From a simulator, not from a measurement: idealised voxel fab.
This is a process module. Its name is voxel wiring stack.
Xsec cut, 280 nm wide, square cell size 5 nm.
When this document writes out a cross-section, it uses a grid of square cells and lists it as bands, beginning at the top and moving down, with a band standing for one or more rows of cells. This entry defines a band. It first specifies the height of the band's top and the height of its bottom in nm, and then specifies the band's materials from left to right, stating each material with its width in nm. The word "full width" identifies a single material that fills the band from edge to edge, while the word "blank" identifies empty space. Basically, 0 is our baseline, since under it the wafer straight out of the box is all one material. The bottom band has no lower end and keeps on going down, so it looks like "0 down". Think of "30->40" as a width that walks from the first number to the second as you go down the band, top row to bottom row, taking equal-sized steps from row to row. "nothing got changed" -> step changed no cross-section cell. "Closed void entries" enumerates empty spaces isolated from the top, with no open way to it, that contain at least 8 cells, giving each as width x height at distance from the left edge, all three in nm. Step line, after settings: the simulator's comment on this step. When a step includes a mask, the "overlay nm" setting on its line states how far to the right of its planned place that mask lay, and negative values state how far to the left.

[The process steps that were planned are listed below]
1,RECEIVE | material Si
2,CONFORMAL_DEP | material SiO2 | thk nm 10
3,DIRECTIONAL_DEP | material TiN | thk nm 5
4,DIRECTIONAL_DEP | material W | thk nm 15
5,MASKED_ETCH | tone cover | mask id METAL_1 | width nm 25 | pitch nm 40 | etch materials W | depth nm 15 | overlay nm 0
6,MASKED_ETCH | tone cover | mask id METAL_1 | width nm 25 | pitch nm 40 | etch materials TiN | depth nm 5 | overlay nm 0
7,CONFORMAL_DEP | material SiCN | thk nm 5
8,FILL_DEP | material SiO2 | thk nm 5
9,CMP | height nm 30
10,CONFORMAL_DEP | material SiCN | thk nm 5
11,DIRECTIONAL_DEP | material SiO2 | thk nm 20
12,DIRECTIONAL_DEP | material aC | thk nm 15
13,PATTERN | tone open | mask id PLUG_1 | material resist | width nm 15 | pitch nm 40 | thk nm 35 | overlay nm 0
14,DIRECTIONAL_ETCH | etch materials aC | depth nm 15
15,STRIP | etch materials resist
16,DIRECTIONAL_ETCH | etch materials SiO2 | depth nm 20
17,DIRECTIONAL_ETCH | etch materials SiCN | depth nm 5
18,STRIP | etch materials aC
19,CONFORMAL_DEP | material TiN | thk nm 5
20,FILL_DEP | material Cu | thk nm 5
21,CMP | height nm 55
22,DIRECTIONAL_DEP | material TiN | thk nm 5
23,DIRECTIONAL_DEP | material W | thk nm 15
24,DIRECTIONAL_DEP | material aC | thk nm 15
25,PATTERN | tone cover | mask id METAL_2 | material resist | width nm 25 | pitch nm 40 | thk nm 35 | overlay nm 0
26,DIRECTIONAL_ETCH | etch materials aC | depth nm 15
27,STRIP | etch materials resist
28,DIRECTIONAL_ETCH | etch materials W | depth nm 15
29,DIRECTIONAL_ETCH | etch materials TiN | depth nm 5
30,STRIP | etch materials aC
31,CONFORMAL_DEP | material SiN | thk nm 5
32,FILL_DEP | material SiO2 | thk nm 5
33,CMP | height nm 75
34,CONFORMAL_DEP | material SiCN | thk nm 5
35,DIRECTIONAL_DEP | material lowk | thk nm 30
36,MASKED_ETCH | tone open | mask id METAL_3 | width nm 25 | pitch nm 40 | etch materials lowk | depth nm 20 | overlay nm 0
37,DIRECTIONAL_DEP | material aC | thk nm 15
38,PATTERN | tone open | mask id METAL_3_HOLES | material resist | width nm 15 | pitch nm 40 | thk nm 35 | overlay nm 0
39,DIRECTIONAL_ETCH | etch materials aC | depth nm 15
40,STRIP | etch materials resist
41,DIRECTIONAL_ETCH | etch materials lowk | depth nm 10
42,DIRECTIONAL_ETCH | etch materials SiCN | depth nm 5
43,STRIP | etch materials aC
44,CONFORMAL_DEP | material TiN | thk nm 5
45,FILL_DEP | material Cu | thk nm 10
46,CMP | height nm 110
47,CONFORMAL_DEP | material SiCN | thk nm 5
48,DIRECTIONAL_DEP | material SiO2 | thk nm 15
49,DIRECTIONAL_DEP | material aC | thk nm 15
50,PATTERN | tone open | mask id PLUG_3 | material resist | width nm 15 | thk nm 30 | overlay nm 0
51,DIRECTIONAL_ETCH | etch materials aC | depth nm 15
52,STRIP | etch materials resist
53,DIRECTIONAL_ETCH | etch materials SiO2 | depth nm 15
54,DIRECTIONAL_ETCH | etch materials SiCN | depth nm 5
55,STRIP | etch materials aC
56,CONFORMAL_DEP | material TiN | thk nm 5
57,FILL_DEP | material Ru | thk nm 5
58,CMP | height nm 130
59,DIRECTIONAL_DEP | material TiN | thk nm 5
60,DIRECTIONAL_DEP | material Ru | thk nm 25
61,DIRECTIONAL_DEP | material aC | thk nm 10
62,PATTERN | tone cover | mask id METAL_4 | material resist | width nm 25 | pitch nm 40 | thk nm 25 | overlay nm 0
63,DIRECTIONAL_ETCH | etch materials aC | depth nm 10
64,STRIP | etch materials resist
65,DIRECTIONAL_ETCH | etch materials Ru | depth nm 25
66,DIRECTIONAL_ETCH | etch materials TiN | depth nm 5
67,STRIP | etch materials aC
68,CONFORMAL_DEP | material SiN | thk nm 5
69,FILL_DEP | material lowk | thk nm 10
70,CMP | height nm 160
71,CONFORMAL_DEP | material SiCN | thk nm 5

[Incoming wafer, cross-sectional view, post step 1]
- 0 down | Si full width
- Closed void entries: none

[Cross-section, end of module. Start: as above. Plan: as above. Execution: one mistake]
- 165 to 160 | SiCN full width
- 160 to 135 | lowk 100 nm, SiN 5 nm, Ru 25 nm, SiN 5 nm, lowk 5 nm, SiN 5 nm, Ru 25 nm, SiN 5 nm, lowk 105 nm
- 135 to 130 | SiN 105 nm, TiN 25 nm, SiN 15 nm, TiN 25 nm, SiN 110 nm
- 130 to 115 | SiO2 105 nm, TiN 5 nm, Ru 5 nm, TiN 5 nm, SiO2 160 nm
- 115 to 110 | SiCN 105 nm, TiN 15 nm, SiCN 160 nm
- 110 to 80 | lowk full width
- 80 to 75 | SiCN full width
- 75 to 60 | SiO2 100 nm, SiN 5 nm, W 25 nm, SiN 5 nm, SiO2 5 nm, SiN 5 nm, W 25 nm, SiN 5 nm, SiO2 105 nm
- 60 to 55 | SiN 105 nm, TiN 25 nm, SiN 15 nm, TiN 25 nm, SiN 110 nm
- 55 to 35 | SiO2 105 nm, TiN 5 nm, Cu 5 nm, TiN 5 nm, SiO2 25 nm, TiN 5 nm, Cu 5 nm, TiN 5 nm, SiO2 120 nm
- 35 to 30 | SiCN 105 nm, TiN 15 nm, SiCN 25 nm, TiN 15 nm, SiCN 120 nm
- 30 to 15 | SiO2 100 nm, SiCN 5 nm, W 25 nm, SiCN 5 nm, SiO2 5 nm, SiCN 5 nm, W 25 nm, SiCN 5 nm, SiO2 105 nm
- 15 to 10 | SiCN 105 nm, TiN 25 nm, SiCN 15 nm, TiN 25 nm, SiCN 110 nm
- 10 to 0 | SiO2 full width
- 0 down | Si full width
- Closed void entries: none
Nonconformance to the process plan: step 35 of the plan was executed twice over
